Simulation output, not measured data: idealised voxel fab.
process module | voxel trench capacitor
cross-section cut | 205 nm wide | cells 5 nm
A cross-section is a grid of square cells, given in bands from the top down. A band is one or more rows of cells.
Each band's line starts with the height of the band's top and of its bottom, in nm. Then come its materials from left to right, each with its width in nm. One material with "throughout" fills the band from edge to edge. "air" is empty space.
Height 0 is the level under which the wafer as received is all one material. The lowest band goes on downwards, as in "0 down".
A width such as "30 to 40" changes by the same amount from each row of cells to the next, from the band's top row to its bottom row.
"no change" after a step means that no cell of the cross-section changed.
closed voids: empty space of 8 cells or more with no open way to the top, each as width x height at its distance from the left edge, in nm
after a step's settings: what the simulator itself notes on the step
overlay nm, on a step with a mask: how far to the right of its planned place the mask lay; to the left if negative
plan
1 op RECEIVE | material Si
2 op CONFORMAL_DEP | material SiN | thk nm 10
3 op MASKED_ETCH | tone open | mask id TRENCH | width nm 25 | pitch nm 40 | etch materials SiN | depth nm 10 | overlay nm 0
4 op MASKED_ETCH | tone open | mask id TRENCH | width nm 25 | pitch nm 40 | etch materials Si | depth nm 30 | overlay nm 0
5 op CONFORMAL_DEP | material SiO2 | thk nm 5
6 op FILL_DEP | material polySi | thk nm 5
7 op CMP | height nm 10
as received, after step 1
  0 down: Si throughout
  closed voids: none
first wafer at the end, as planned
  10 to 0: SiN 70 | SiO2 5 | polySi 15 | SiO2 5 | SiN 15 | SiO2 5 | polySi 15 | SiO2 5 | SiN 70
  0 to -25: Si 70 | SiO2 5 | polySi 15 | SiO2 5 | Si 15 | SiO2 5 | polySi 15 | SiO2 5 | Si 70
  -25 to -30: Si 70 | SiO2 25 | Si 15 | SiO2 25 | Si 70
  -30 down: Si throughout
  closed voids: none
second wafer at the end: like start, like plan, one mistake
  10 to 5: polySi throughout
  5 to 0: SiO2 75 | polySi 15 | SiO2 25 | polySi 15 | SiO2 75
  0 to -25: Si 70 | SiO2 5 | polySi 15 | SiO2 5 | Si 15 | SiO2 5 | polySi 15 | SiO2 5 | Si 70
  -25 to -30: Si 70 | SiO2 25 | Si 15 | SiO2 25 | Si 70
  -30 down: Si throughout
  closed voids: none
what went wrong: step 2 was left out
at the end the second wafer has, in cells: 62 fewer of SiN | 27 more of SiO2 | 35 more of polySi
